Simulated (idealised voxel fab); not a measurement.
process module | voxel plated lines
cross-section cut | 300 nm wide | cells 5 nm
A cross-section is a grid of square cells, given in bands from the top down. A band is one or more rows of cells.
Each band's line starts with the height of the band's top and of its bottom, in nm. Then come its materials from left to right, each with its width in nm. One material with "throughout" fills the band from edge to edge. "air" is empty space.
Height 0 is the level under which the wafer as received is all one material. The lowest band goes on downwards, as in "0 down".
A width such as "30 to 40" changes by the same amount from each row of cells to the next, from the band's top row to its bottom row.
"no change" after a step means that no cell of the cross-section changed.
closed voids: empty space of 8 cells or more with no open way to the top, each as width x height at its distance from the left edge, in nm
after a step's settings: what the simulator itself notes on the step
overlay nm, on a step with a mask: how far to the right of its planned place the mask lay; to the left if negative
plan
1 op RECEIVE | material Si
2 op CONFORMAL_DEP | material Al2O3 | thk nm 15
3 op DIRECTIONAL_DEP | material TiN | thk nm 5
4 op PATTERN | tone open | mask id LINES | material resist | width nm 15 | pitch nm 55 | thk nm 35 | overlay nm 0
5 op EPI | material Ru | thk nm 5
6 op EPI | material Ru | thk nm 5
7 op EPI | material Ru | thk nm 5
8 op STRIP | etch materials resist
9 op DIRECTIONAL_ETCH | etch materials TiN | depth nm 5
10 op CONFORMAL_DEP | material SiN | thk nm 10
varied across the wafers: width nm of step 4. The plan shows the first wafer's value. All wafers start alike
first wafer as received, after step 1
  0 down: Si throughout
  closed voids: none
first wafer at the end, after step 10
  45 to 35: air 105 | SiN 35 | air 20 | SiN 35 | air 105
  35 to 25: air 105 | SiN 10 | Ru 15 | SiN 10 | air 20 | SiN 10 | Ru 15 | SiN 10 | air 105
  25 to 20: SiN 115 | Ru 15 | SiN 40 | Ru 15 | SiN 115
  20 to 15: SiN 115 | TiN 15 | SiN 40 | TiN 15 | SiN 115
  15 to 0: Al2O3 throughout
  0 down: Si throughout
  closed voids: none
last wafer at the end
  45 to 35: air 95 | SiN 115 | air 90
  35 to 25: air 95 | SiN 10 | Ru 40 | SiN 15 | Ru 40 | SiN 10 | air 90
  25 to 20: SiN 105 | Ru 40 | SiN 15 | Ru 40 | SiN 100
  20 to 15: SiN 105 | TiN 40 | SiN 15 | TiN 40 | SiN 100
  15 to 0: Al2O3 throughout
  0 down: Si throughout
  closed voids: none
each wafer at the end: cells of each material gained (+) or lost (-) since it was received, then its closed voids
width nm 15 | +180 Al2O3 | +18 Ru | +152 SiN | +6 TiN | closed voids: none
width nm 20 | +180 Al2O3 | +24 Ru | +152 SiN | +8 TiN | closed voids: none
width nm 25 | +180 Al2O3 | +30 Ru | +152 SiN | +10 TiN | closed voids: none
width nm 30 | +180 Al2O3 | +36 Ru | +152 SiN | +12 TiN | closed voids: none
width nm 35 | +180 Al2O3 | +42 Ru | +152 SiN | +14 TiN | closed voids: none
width nm 40 | +180 Al2O3 | +48 Ru | +148 SiN | +16 TiN | closed voids: none
